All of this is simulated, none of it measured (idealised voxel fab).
The document below concerns the process module designated voxel transistor to metal.
Cross-sectional view cut (width: 205 nm; square cell size: 5 nm).
Throughout this document, each cross-section is represented as a grid of square cells and is presented as a sequence of bands enumerated from the top downward, where a band comprises one or more rows of cells.
The band entry comprises the height of the band's top followed by the height of its bottom, expressed in nm, and subsequently the band's materials from left to right, each stated together with its width in nm. Where a single material is marked with the word "full width", that material fills the band from edge to edge. The word "blank" represents empty space.
Convention: height 0 is the level below which the wafer, as received, is all one material. The lowest band does not terminate at the bottom but continues downward, represented as "0 -> down".
Quick explanation for "30->40": the width changes in equal steps down the rows of cells, from the first number in the band's top row to the second number in its bottom row.
Reading "nothing got changed" for a step: not a cell of the cross-section changed in it.
"Sealed voids": empty spaces of 8 cells or more with no open way to the top, each given as width x height at distance, distance from the left edge, all in nm.
Where a step's line continues beyond its settings, the continuation is a remark by the simulator itself on that step.
A step line may carry the setting "overlay nm", which, for steps involving a mask, states the distance by which the mask lay to the right of its intended position; negative values denote displacement to the left.
**So here's the lineup of process steps we planned**
1: RECEIVE: material Si
2: OXIDIZE: depth nm 5
3: CONFORMAL_DEP: material SiN, thk nm 10
4: PATTERN: tone cover, mask id ACTIVE, material resist, width nm 110, thk nm 15, overlay nm 0
5: DIRECTIONAL_ETCH: etch materials SiN, depth nm 10
6: DIRECTIONAL_ETCH: etch materials SiO2, depth nm 5
7: DIRECTIONAL_ETCH: etch materials Si, depth nm 35
8: STRIP: etch materials resist
9: OXIDIZE: depth nm 5
10: FILL_DEP: material SiO2, thk nm 15
11: CMP: height nm 10
12: SELECTIVE_ETCH: etch materials SiO2, depth nm 10
13: STRIP: etch materials SiN
14: SELECTIVE_ETCH: etch materials SiO2, depth nm 5
15: OXIDIZE: depth nm 5
16: DIRECTIONAL_DEP: material polySi, thk nm 25
17: DIRECTIONAL_DEP: material SiCN, thk nm 15
18: MASKED_ETCH: tone cover, mask id GATE, width nm 20, etch materials SiCN, depth nm 25, overlay nm 0
19: MASKED_ETCH: tone cover, mask id GATE, width nm 20, etch materials polySi, depth nm 35, overlay nm 0
20: CONFORMAL_DEP: material SiN, thk nm 5
21: DIRECTIONAL_ETCH: etch materials SiN, depth nm 5
22: DIRECTIONAL_ETCH: etch materials SiO2, depth nm 5
23: DIRECTIONAL_ETCH: etch materials Si, depth nm 5
24: EPI: material pSi, thk nm 10
25: FILL_DEP: material SiO2, thk nm 10
26: CMP: height nm 35
27: DIRECTIONAL_DEP: material SiO2, thk nm 10
28: DIRECTIONAL_DEP: material aC, thk nm 15
29: PATTERN: tone open, mask id CONTACT, material resist, width nm 15, pitch nm 75, thk nm 30, overlay nm 0
30: DIRECTIONAL_ETCH: etch materials aC, depth nm 15
31: STRIP: etch materials resist
32: DIRECTIONAL_ETCH: etch materials SiO2, depth nm 50
33: STRIP: etch materials aC
34: CONFORMAL_DEP: material TiN, thk nm 5
35: FILL_DEP: material W, thk nm 5
36: CMP: height nm 45
37: DIRECTIONAL_DEP: material TiN, thk nm 5
38: DIRECTIONAL_DEP: material W, thk nm 25
39: PATTERN: tone cover, mask id METAL_1, material resist, width nm 15, pitch nm 75, thk nm 15, overlay nm 0
40: DIRECTIONAL_ETCH: etch materials W, depth nm 25
41: DIRECTIONAL_ETCH: etch materials TiN, depth nm 5
42: STRIP: etch materials resist
43: FILL_DEP: material lowk, thk nm 10
44: CMP: height nm 75
45: CONFORMAL_DEP: material SiCN, thk nm 5
46: DIRECTIONAL_DEP: material lowk, thk nm 35
47: MASKED_ETCH: tone open, mask id METAL_2, width nm 15, pitch nm 75, etch materials lowk, depth nm 20, overlay nm 0
48: MASKED_ETCH: tone open, mask id METAL_2_HOLES, width nm 15, pitch nm 75, etch materials lowk, depth nm 15, overlay nm 0
49: MASKED_ETCH: tone open, mask id METAL_2_HOLES, width nm 15, pitch nm 75, etch materials SiCN, depth nm 5, overlay nm 0
50: CONFORMAL_DEP: material TiN, thk nm 5
51: FILL_DEP: material Cu, thk nm 5
52: CMP: height nm 115
53: CONFORMAL_DEP: material SiN, thk nm 5
**Here's what the wafer looked like in cross-section when it arrived - that's after step 1**
0 -> down  Si full width
Sealed voids: none
**Result of the module, cross-sectioned: start per above, plan per above, one error in how it was run**
120 -> 115  SiN full width
115 -> 80  lowk (55) | TiN (5) | Cu (5) | TiN (5) | lowk (60) | TiN (5) | Cu (5) | TiN (5) | lowk (60)
80 -> 75  SiCN (55) | TiN (15) | SiCN (60) | TiN (15) | SiCN (60)
75 -> 50  lowk (55) | W (15) | lowk (60) | W (15) | lowk (60)
50 -> 45  lowk (55) | TiN (15) | lowk (60) | TiN (15) | lowk (60)
45 -> 35  SiO2 (55) | TiN (5) | W (5) | TiN (5) | SiO2 (60) | TiN (5) | W (5) | TiN (5) | SiO2 (60)
35 -> 20  SiO2 (55) | TiN (5) | W (5) | TiN (5) | SiO2 (15) | SiN (5) | SiCN (20) | SiN (5) | SiO2 (15) | TiN (5) | W (5) | TiN (5) | SiO2 (60)
20 -> 0  SiO2 (55) | TiN (5) | W (5) | TiN (5) | SiO2 (15) | SiN (5) | polySi (20) | SiN (5) | SiO2 (15) | TiN (5) | W (5) | TiN (5) | SiO2 (60)
0 -> -5  SiO2 (55) | TiN (15) | SiO2 (15) | SiN (5) | polySi (20) | SiN (5) | SiO2 (15) | TiN (15) | SiO2 (60)
-5 -> -15  pSi (45->40) | SiO2 (110->120) | pSi (50->45)
-15 -> -45  Si (40) | SiO2 (120) | Si (45)
-45 -> down  Si full width
Sealed voids: none
Where did the run depart from the plan? contrary to plan, step 4 was performed as PATTERN: tone open, mask id ACTIVE, material resist, width nm 110, thk nm 15, overlay nm 0
